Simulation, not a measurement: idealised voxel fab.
The process module presented herein is designated voxel self aligned contacts.
Square cell edge 5 nm, section width 250 nm, ID cut.
Reading order for cross-sections: top band down to bottom band. Underlying form: a grid of square cells. Band size: one or more rows of cells.
Look at the band entry: it leads with the top's height and the bottom's height in nm. Then it lists the materials left to right, with a width in nm for each. The word "throughout" on a single material says that material fills the band edge to edge. The word "blank" is empty space.
Beneath 0, the wafer as received is one material, and that level is where height counting begins. The lowest band goes on downward without a bottom; it is written like "0 nm and below".
Top row gets the first number, bottom row gets the second, and each row in between changes by the same step: that is how a band width like "30..40" works.
The cross-section has no changed cell in any step marked "remains unaltered".
"Closed internal voids": sealed empty spaces, 8 cells or more, no open way to top, listed width x height at distance, with distance from the left edge and width, height and distance in nm.
That trailing text on a step's line, after the settings, is the simulator's own remark on the step.
"overlay nm", when on a step's line for a step with a mask, measures how far to the right of its planned place the mask lay; a negative measure means to the left.

Process steps foreseen in the plan:
| 1 | RECEIVE, material Si |
| 2 | OXIDIZE, depth nm 5 |
| 3 | DIRECTIONAL_DEP, material polySi, thk nm 20 |
| 4 | DIRECTIONAL_DEP, material SiN, thk nm 20 |
| 5 | MASKED_ETCH, tone cover, mask id GATE, width nm 25, pitch nm 60, etch materials SiN, depth nm 20, overlay nm 0 |
| 6 | MASKED_ETCH, tone cover, mask id GATE, width nm 25, pitch nm 60, etch materials polySi, depth nm 20, overlay nm 0 |
| 7 | CONFORMAL_DEP, material SiN, thk nm 10 |
| 8 | DIRECTIONAL_ETCH, etch materials SiN, depth nm 10 |
| 9 | FILL_DEP, material SiO2, thk nm 10 |
| 10 | CMP, height nm 45 |
| 11 | MASKED_ETCH, tone open, mask id CONTACT, width nm 45, pitch nm 60, etch materials SiO2, depth nm 50, overlay nm 0 |
| 12 | CONFORMAL_DEP, material TiN, thk nm 5 |
| 13 | FILL_DEP, material Ru, thk nm 10 |
| 14 | CMP, height nm 45 |
| 15 | CONFORMAL_DEP, material SiCN, thk nm 5 |

Of two wafers, the first: run according to plan:

Cross-sectional view of the wafer in its as-received condition, corresponding to the state after step 1:
> 0 nm and below  Si throughout
> Closed internal voids: none

Cross-sectional representation of the wafer at the conclusion of step 2:
> 0 nm to -5 nm  SiO2 throughout
> Lower than -5, everything is as it was.

Cross-sectional representation of the wafer at the conclusion of step 3:
> 20 nm to 0 nm  polySi throughout
> Lower than 0, everything is as it was.

Cross-sectional representation of the wafer at the conclusion of step 4:
> 40 nm to 20 nm  SiN throughout
> Lower than 20, everything is as it was.

Cross-sectional representation of the wafer at the conclusion of step 5:
> 40 nm to 20 nm  blank 50; SiN 25; blank 35; SiN 25; blank 35; SiN 25; blank 55
> Lower than 20, everything is as it was.

Cross-sectional representation of the wafer at the conclusion of step 6:
> 40 nm to 20 nm  blank 50; SiN 25; blank 35; SiN 25; blank 35; SiN 25; blank 55
> 20 nm to 0 nm  blank 50; polySi 25; blank 35; polySi 25; blank 35; polySi 25; blank 55
> Lower than 0, everything is as it was.

Cross-sectional representation of the wafer at the conclusion of step 7:
> 50 nm to 20 nm  blank 40; SiN 45; blank 15; SiN 45; blank 15; SiN 45; blank 45
> 20 nm to 10 nm  blank 40; SiN 10; polySi 25; SiN 10; blank 15; SiN 10; polySi 25; SiN 10; blank 15; SiN 10; polySi 25; SiN 10; blank 45
> 10 nm to 0 nm  SiN 50; polySi 25; SiN 35; polySi 25; SiN 35; polySi 25; SiN 55
> Lower than 0, everything is as it was.

Cross-sectional representation of the wafer at the conclusion of step 8:
> 40 nm to 20 nm  blank 40; SiN 45; blank 15; SiN 45; blank 15; SiN 45; blank 45
> 20 nm to 0 nm  blank 40; SiN 10; polySi 25; SiN 10; blank 15; SiN 10; polySi 25; SiN 10; blank 15; SiN 10; polySi 25; SiN 10; blank 45
> Lower than 0, everything is as it was.

Cross-sectional representation of the wafer at the conclusion of step 9:
> 50 nm to 40 nm  SiO2 throughout
> 40 nm to 20 nm  SiO2 40; SiN 45; SiO2 15; SiN 45; SiO2 15; SiN 45; SiO2 45
> 20 nm to 0 nm  SiO2 40; SiN 10; polySi 25; SiN 10; SiO2 15; SiN 10; polySi 25; SiN 10; SiO2 15; SiN 10; polySi 25; SiN 10; SiO2 45
> Lower than 0, everything is as it was.

Cross-sectional representation of the wafer at the conclusion of step 10:
> 45 nm to 40 nm  SiO2 throughout
> Lower than 40, everything is as it was.

Cross-sectional representation of the wafer at the conclusion of step 11:
> 45 nm to 40 nm  SiO2 70; blank 45; SiO2 15; blank 45; SiO2 75
> 40 nm to 20 nm  SiO2 40; SiN 45; blank 15; SiN 45; blank 15; SiN 45; SiO2 45
> 20 nm to 0 nm  SiO2 40; SiN 10; polySi 25; SiN 10; blank 15; SiN 10; polySi 25; SiN 10; blank 15; SiN 10; polySi 25; SiN 10; SiO2 45
> 0 nm to -5 nm  SiO2 85; blank 15; SiO2 45; blank 15; SiO2 90
> Lower than -5, everything is as it was.

Cross-sectional representation of the wafer at the conclusion of step 12:
> 50 nm to 45 nm  TiN 75; blank 35; TiN 25; blank 35; TiN 80
> 45 nm to 40 nm  SiO2 70; TiN 20; blank 5; TiN 20; SiO2 15; TiN 20; blank 5; TiN 20; SiO2 75
> 40 nm to 20 nm  SiO2 40; SiN 45; TiN 5; blank 5; TiN 5; SiN 45; TiN 5; blank 5; TiN 5; SiN 45; SiO2 45
> 20 nm to 0 nm  SiO2 40; SiN 10; polySi 25; SiN 10; TiN 5; blank 5; TiN 5; SiN 10; polySi 25; SiN 10; TiN 5; blank 5; TiN 5; SiN 10; polySi 25; SiN 10; SiO2 45
> 0 nm to -5 nm  SiO2 85; TiN 15; SiO2 45; TiN 15; SiO2 90
> Lower than -5, everything is as it was.

Cross-sectional representation of the wafer at the conclusion of step 13:
> 60 nm to 50 nm  Ru throughout
> 50 nm to 45 nm  TiN 75; Ru 35; TiN 25; Ru 35; TiN 80
> 45 nm to 40 nm  SiO2 70; TiN 20; Ru 5; TiN 20; SiO2 15; TiN 20; Ru 5; TiN 20; SiO2 75
> 40 nm to 20 nm  SiO2 40; SiN 45; TiN 5; Ru 5; TiN 5; SiN 45; TiN 5; Ru 5; TiN 5; SiN 45; SiO2 45
> 20 nm to 0 nm  SiO2 40; SiN 10; polySi 25; SiN 10; TiN 5; Ru 5; TiN 5; SiN 10; polySi 25; SiN 10; TiN 5; Ru 5; TiN 5; SiN 10; polySi 25; SiN 10; SiO2 45
> Lower than 0, everything is as it was.

Cross-sectional representation of the wafer at the conclusion of step 14:
> 45 nm to 40 nm  SiO2 70; TiN 20; Ru 5; TiN 20; SiO2 15; TiN 20; Ru 5; TiN 20; SiO2 75
> Lower than 40, everything is as it was.

Cross-sectional representation of the wafer at the conclusion of step 15:
> 50 nm to 45 nm  SiCN throughout
> Lower than 45, everything is as it was.

Second wafer - shared start and plan with the first - one error in running - same as the first up to step 3 inclusive:

Here is the second wafer in cross-section at the point where step 4 of the plan should have been done:
> 40 nm to 0 nm  polySi throughout
> Lower than 0, everything is as it was.

Here is the second wafer in cross-section at the point where step 5 of the plan should have been done: remains unaltered

Here is the second wafer in cross-section at the point where step 6 of the plan should have been done:
> 40 nm to 20 nm  blank 50; polySi 25; blank 35; polySi 25; blank 35; polySi 25; blank 55
> Lower than 20, everything is as it was.

Here is the second wafer in cross-section at the point where step 7 of the plan should have been done:
> 50 nm to 40 nm  blank 40; SiN 45; blank 15; SiN 45; blank 15; SiN 45; blank 45
> 40 nm to 30 nm  blank 40; SiN 10; polySi 25; SiN 10; blank 15; SiN 10; polySi 25; SiN 10; blank 15; SiN 10; polySi 25; SiN 10; blank 45
> 30 nm to 20 nm  SiN 50; polySi 25; SiN 35; polySi 25; SiN 35; polySi 25; SiN 55
> Lower than 20, everything is as it was.

Here is the second wafer in cross-section at the point where step 8 of the plan should have been done:
> 40 nm to 20 nm  blank 40; SiN 10; polySi 25; SiN 10; blank 15; SiN 10; polySi 25; SiN 10; blank 15; SiN 10; polySi 25; SiN 10; blank 45
> Lower than 20, everything is as it was.

Here is the second wafer in cross-section at the point where step 9 of the plan should have been done:
> 50 nm to 40 nm  SiO2 throughout
> 40 nm to 20 nm  SiO2 40; SiN 10; polySi 25; SiN 10; SiO2 15; SiN 10; polySi 25; SiN 10; SiO2 15; SiN 10; polySi 25; SiN 10; SiO2 45
> Lower than 20, everything is as it was.

Here is the second wafer in cross-section at the point where step 10 of the plan should have been done:
> 45 nm to 40 nm  SiO2 throughout
> Lower than 40, everything is as it was.

Here is the second wafer in cross-section at the point where step 11 of the plan should have been done:
> 45 nm to 40 nm  SiO2 70; blank 45; SiO2 15; blank 45; SiO2 75
> 40 nm to 20 nm  SiO2 40; SiN 10; polySi 25; SiN 10; blank 15; SiN 10; polySi 25; SiN 10; blank 15; SiN 10; polySi 25; SiN 10; SiO2 45
> Lower than 20, everything is as it was.

Here is the second wafer in cross-section at the point where step 12 of the plan should have been done:
> 50 nm to 45 nm  TiN 75; blank 35; TiN 25; blank 35; TiN 80
> 45 nm to 40 nm  SiO2 70; TiN 20; blank 5; TiN 20; SiO2 15; TiN 20; blank 5; TiN 20; SiO2 75
> 40 nm to 25 nm  SiO2 40; SiN 10; polySi 25; SiN 10; TiN 5; blank 5; TiN 5; SiN 10; polySi 25; SiN 10; TiN 5; blank 5; TiN 5; SiN 10; polySi 25; SiN 10; SiO2 45
> 25 nm to 20 nm  SiO2 40; SiN 10; polySi 25; SiN 10; TiN 15; SiN 10; polySi 25; SiN 10; TiN 15; SiN 10; polySi 25; SiN 10; SiO2 45
> Lower than 20, everything is as it was.

Here is the second wafer in cross-section at the point where step 13 of the plan should have been done:
> 60 nm to 50 nm  Ru throughout
> 50 nm to 45 nm  TiN 75; Ru 35; TiN 25; Ru 35; TiN 80
> 45 nm to 40 nm  SiO2 70; TiN 20; Ru 5; TiN 20; SiO2 15; TiN 20; Ru 5; TiN 20; SiO2 75
> 40 nm to 25 nm  SiO2 40; SiN 10; polySi 25; SiN 10; TiN 5; Ru 5; TiN 5; SiN 10; polySi 25; SiN 10; TiN 5; Ru 5; TiN 5; SiN 10; polySi 25; SiN 10; SiO2 45
> Lower than 25, everything is as it was.

Here is the second wafer in cross-section at the point where step 14 of the plan should have been done:
> 45 nm to 40 nm  SiO2 70; TiN 20; Ru 5; TiN 20; SiO2 15; TiN 20; Ru 5; TiN 20; SiO2 75
> Lower than 40, everything is as it was.

Here is the second wafer in cross-section at the point where step 15 of the plan should have been done:
> 50 nm to 45 nm  SiCN throughout
> Lower than 45, everything is as it was.
Deviation from plan: step 4 ran as: DIRECTIONAL_DEP, material polySi, thk nm 20
Bottom line after processing is that, in cells, the second wafer is up or down on some materials versus the first: -10 Ru; -108 SiN; -62 SiO2; -20 TiN; +200 polySi
